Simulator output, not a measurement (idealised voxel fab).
You're looking at the process module voxel self aligned contacts.
The figure presents cross-section cut, which has a width of 240 nm and is divided into square cells with an edge length of 5 nm.
A cross-section is written here as square cells arranged in a grid, and it is given in bands from the top down, each band taking up one or more rows of cells.
A band entry consists of two parts. The first gives the height of the band's top and the height of its bottom, in nm. The rest lists the band's materials from left to right, each with its width in nm. A single material labelled with the word "everywhere" fills the band from edge to edge, and the word "air" marks empty space.
Height reference: 0 = level under which incoming wafer is all one material. Lowest band: no bottom, runs on downward, e.g. "0 and below".
The two numbers in a width such as "30 to 40" mark its ends across the band: the first belongs to the top row of cells, the second to the bottom row, and from each row to the next the width moves by the same amount.
Where a step carries "nothing got changed", the cross-section came out of it unchanged, cell for cell.
So "Closed cavity list" is basically the list of trapped voids: any empty space of 8 cells or more that can't reach the top through an opening. They're written width x height at distance, the distance being from the left edge, and it's all nm.
Text after the settings on a step's line: the simulator's own remark on that step.
"overlay nm" answers the question of how far to the right of plan the mask lay on a step that has a mask, and when it is negative the answer is to the left.

Planned process steps
1,RECEIVE: material Si
2,OXIDIZE: depth nm 5
3,DIRECTIONAL_DEP: material polySi, thk nm 20
4,DIRECTIONAL_DEP: material SiN, thk nm 20
5,PATTERN: tone cover, mask id GATE, material resist, width nm 35, pitch nm 75, thk nm 20, overlay nm 0
6,DIRECTIONAL_ETCH: etch materials SiN, depth nm 20
7,DIRECTIONAL_ETCH: etch materials polySi, depth nm 20
8,STRIP: etch materials resist
9,CONFORMAL_DEP: material SiN, thk nm 10
10,DIRECTIONAL_ETCH: etch materials SiN, depth nm 10
11,FILL_DEP: material SiO2, thk nm 15
12,CMP: height nm 45
13,MASKED_ETCH: tone open, mask id CONTACT, width nm 50, pitch nm 75, etch materials SiO2, depth nm 50, overlay nm 0
14,CONFORMAL_DEP: material TiN, thk nm 5
15,FILL_DEP: material W, thk nm 5
16,CMP: height nm 45
17,CONFORMAL_DEP: material SiN, thk nm 5

First out of two wafers; run went to plan

Incoming wafer, cross-sectional view, post step 1
* 0 and below: Si everywhere
* Closed cavity list: none

How the wafer stands in section after step 2
* 0 down to -5: SiO2 everywhere
* Whatever lies below -5 is exactly as it was before.

How the wafer stands in section after step 3
* 20 down to 0: polySi everywhere
* Whatever lies below 0 is exactly as it was before.

How the wafer stands in section after step 4
* 40 down to 20: SiN everywhere
* Whatever lies below 20 is exactly as it was before.

How the wafer stands in section after step 5
* 60 down to 40: 25 air / 35 resist / 40 air / 35 resist / 40 air / 35 resist / 30 air
* Whatever lies below 40 is exactly as it was before.

How the wafer stands in section after step 6
* 60 down to 40: 25 air / 35 resist / 40 air / 35 resist / 40 air / 35 resist / 30 air
* 40 down to 20: 25 air / 35 SiN / 40 air / 35 SiN / 40 air / 35 SiN / 30 air
* Whatever lies below 20 is exactly as it was before.

How the wafer stands in section after step 7
* 60 down to 40: 25 air / 35 resist / 40 air / 35 resist / 40 air / 35 resist / 30 air
* 40 down to 20: 25 air / 35 SiN / 40 air / 35 SiN / 40 air / 35 SiN / 30 air
* 20 down to 0: 25 air / 35 polySi / 40 air / 35 polySi / 40 air / 35 polySi / 30 air
* Whatever lies below 0 is exactly as it was before.

How the wafer stands in section after step 8
* 40 down to 20: 25 air / 35 SiN / 40 air / 35 SiN / 40 air / 35 SiN / 30 air
* Whatever lies below 20 is exactly as it was before.

How the wafer stands in section after step 9
* 50 down to 20: 15 air / 55 SiN / 20 air / 55 SiN / 20 air / 55 SiN / 20 air
* 20 down to 10: 15 air / 10 SiN / 35 polySi / 10 SiN / 20 air / 10 SiN / 35 polySi / 10 SiN / 20 air / 10 SiN / 35 polySi / 10 SiN / 20 air
* 10 down to 0: 25 SiN / 35 polySi / 40 SiN / 35 polySi / 40 SiN / 35 polySi / 30 SiN
* Whatever lies below 0 is exactly as it was before.

How the wafer stands in section after step 10
* 40 down to 20: 15 air / 55 SiN / 20 air / 55 SiN / 20 air / 55 SiN / 20 air
* 20 down to 0: 15 air / 10 SiN / 35 polySi / 10 SiN / 20 air / 10 SiN / 35 polySi / 10 SiN / 20 air / 10 SiN / 35 polySi / 10 SiN / 20 air
* Whatever lies below 0 is exactly as it was before.

How the wafer stands in section after step 11
* 55 down to 40: SiO2 everywhere
* 40 down to 20: 15 SiO2 / 55 SiN / 20 SiO2 / 55 SiN / 20 SiO2 / 55 SiN / 20 SiO2
* 20 down to 0: 15 SiO2 / 10 SiN / 35 polySi / 10 SiN / 20 SiO2 / 10 SiN / 35 polySi / 10 SiN / 20 SiO2 / 10 SiN / 35 polySi / 10 SiN / 20 SiO2
* Whatever lies below 0 is exactly as it was before.

How the wafer stands in section after step 12
* 45 down to 40: SiO2 everywhere
* Whatever lies below 40 is exactly as it was before.

How the wafer stands in section after step 13
* 45 down to 40: 55 SiO2 / 50 air / 25 SiO2 / 50 air / 60 SiO2
* 40 down to 20: 15 SiO2 / 55 SiN / 20 air / 55 SiN / 20 air / 55 SiN / 20 SiO2
* 20 down to 0: 15 SiO2 / 10 SiN / 35 polySi / 10 SiN / 20 air / 10 SiN / 35 polySi / 10 SiN / 20 air / 10 SiN / 35 polySi / 10 SiN / 20 SiO2
* 0 down to -5: 70 SiO2 / 20 air / 55 SiO2 / 20 air / 75 SiO2
* Whatever lies below -5 is exactly as it was before.

How the wafer stands in section after step 14
* 50 down to 45: 60 TiN / 40 air / 35 TiN / 40 air / 65 TiN
* 45 down to 40: 55 SiO2 / 20 TiN / 10 air / 20 TiN / 25 SiO2 / 20 TiN / 10 air / 20 TiN / 60 SiO2
* 40 down to 20: 15 SiO2 / 55 SiN / 5 TiN / 10 air / 5 TiN / 55 SiN / 5 TiN / 10 air / 5 TiN / 55 SiN / 20 SiO2
* 20 down to 0: 15 SiO2 / 10 SiN / 35 polySi / 10 SiN / 5 TiN / 10 air / 5 TiN / 10 SiN / 35 polySi / 10 SiN / 5 TiN / 10 air / 5 TiN / 10 SiN / 35 polySi / 10 SiN / 20 SiO2
* 0 down to -5: 70 SiO2 / 20 TiN / 55 SiO2 / 20 TiN / 75 SiO2
* Whatever lies below -5 is exactly as it was before.

How the wafer stands in section after step 15
* 55 down to 50: W everywhere
* 50 down to 45: 60 TiN / 40 W / 35 TiN / 40 W / 65 TiN
* 45 down to 40: 55 SiO2 / 20 TiN / 10 W / 20 TiN / 25 SiO2 / 20 TiN / 10 W / 20 TiN / 60 SiO2
* 40 down to 20: 15 SiO2 / 55 SiN / 5 TiN / 10 W / 5 TiN / 55 SiN / 5 TiN / 10 W / 5 TiN / 55 SiN / 20 SiO2
* 20 down to 0: 15 SiO2 / 10 SiN / 35 polySi / 10 SiN / 5 TiN / 10 W / 5 TiN / 10 SiN / 35 polySi / 10 SiN / 5 TiN / 10 W / 5 TiN / 10 SiN / 35 polySi / 10 SiN / 20 SiO2
* Whatever lies below 0 is exactly as it was before.

How the wafer stands in section after step 16
* 45 down to 40: 55 SiO2 / 20 TiN / 10 W / 20 TiN / 25 SiO2 / 20 TiN / 10 W / 20 TiN / 60 SiO2
* Whatever lies below 40 is exactly as it was before.

How the wafer stands in section after step 17
* 50 down to 45: SiN everywhere
* Whatever lies below 45 is exactly as it was before.

second wafer: like start, like plan, one mistake. Through step 8 it matches the first wafer

Second wafer at the planned finish of step 9, seen in cross-section: nothing got changed

Second wafer at the planned finish of step 10, seen in cross-section
* 30 down to 20: 25 air / 35 SiN / 40 air / 35 SiN / 40 air / 35 SiN / 30 air
* Whatever lies below 20 is exactly as it was before.

Second wafer at the planned finish of step 11, seen in cross-section
* 45 down to 30: SiO2 everywhere
* 30 down to 20: 25 SiO2 / 35 SiN / 40 SiO2 / 35 SiN / 40 SiO2 / 35 SiN / 30 SiO2
* 20 down to 0: 25 SiO2 / 35 polySi / 40 SiO2 / 35 polySi / 40 SiO2 / 35 polySi / 30 SiO2
* Whatever lies below 0 is exactly as it was before.

Second wafer at the planned finish of step 12, seen in cross-section: nothing got changed

Second wafer at the planned finish of step 13, seen in cross-section
* 45 down to 30: 55 SiO2 / 50 air / 25 SiO2 / 50 air / 60 SiO2
* 30 down to 20: 25 SiO2 / 35 SiN / 40 air / 35 SiN / 40 air / 35 SiN / 30 SiO2
* 20 down to 0: 25 SiO2 / 35 polySi / 40 air / 35 polySi / 40 air / 35 polySi / 30 SiO2
* 0 down to -5: 60 SiO2 / 40 air / 35 SiO2 / 40 air / 65 SiO2
* Whatever lies below -5 is exactly as it was before.

Second wafer at the planned finish of step 14, seen in cross-section
* 50 down to 45: 60 TiN / 40 air / 35 TiN / 40 air / 65 TiN
* 45 down to 35: 55 SiO2 / 5 TiN / 40 air / 5 TiN / 25 SiO2 / 5 TiN / 40 air / 5 TiN / 60 SiO2
* 35 down to 30: 55 SiO2 / 10 TiN / 30 air / 10 TiN / 25 SiO2 / 10 TiN / 30 air / 10 TiN / 60 SiO2
* 30 down to 20: 25 SiO2 / 35 SiN / 5 TiN / 30 air / 5 TiN / 35 SiN / 5 TiN / 30 air / 5 TiN / 35 SiN / 30 SiO2
* 20 down to 0: 25 SiO2 / 35 polySi / 5 TiN / 30 air / 5 TiN / 35 polySi / 5 TiN / 30 air / 5 TiN / 35 polySi / 30 SiO2
* 0 down to -5: 60 SiO2 / 40 TiN / 35 SiO2 / 40 TiN / 65 SiO2
* Whatever lies below -5 is exactly as it was before.

Second wafer at the planned finish of step 15, seen in cross-section
* 55 down to 50: W everywhere
* 50 down to 45: 60 TiN / 40 W / 35 TiN / 40 W / 65 TiN
* 45 down to 35: 55 SiO2 / 5 TiN / 40 W / 5 TiN / 25 SiO2 / 5 TiN / 40 W / 5 TiN / 60 SiO2
* 35 down to 30: 55 SiO2 / 10 TiN / 30 W / 10 TiN / 25 SiO2 / 10 TiN / 30 W / 10 TiN / 60 SiO2
* 30 down to 20: 25 SiO2 / 35 SiN / 5 TiN / 30 W / 5 TiN / 35 SiN / 5 TiN / 30 W / 5 TiN / 35 SiN / 30 SiO2
* 20 down to 0: 25 SiO2 / 35 polySi / 5 TiN / 30 W / 5 TiN / 35 polySi / 5 TiN / 30 W / 5 TiN / 35 polySi / 30 SiO2
* Whatever lies below 0 is exactly as it was before.

Second wafer at the planned finish of step 16, seen in cross-section
* 45 down to 35: 55 SiO2 / 5 TiN / 40 W / 5 TiN / 25 SiO2 / 5 TiN / 40 W / 5 TiN / 60 SiO2
* Whatever lies below 35 is exactly as it was before.

Second wafer at the planned finish of step 17, seen in cross-section
* 50 down to 45: SiN everywhere
* Whatever lies below 45 is exactly as it was before.
Error vs. plan: step 9 of the plan was jumped over and never run
Final wafer comparison in cells, second versus first, more or fewer per material: SiN -138, SiO2 +58, W +80
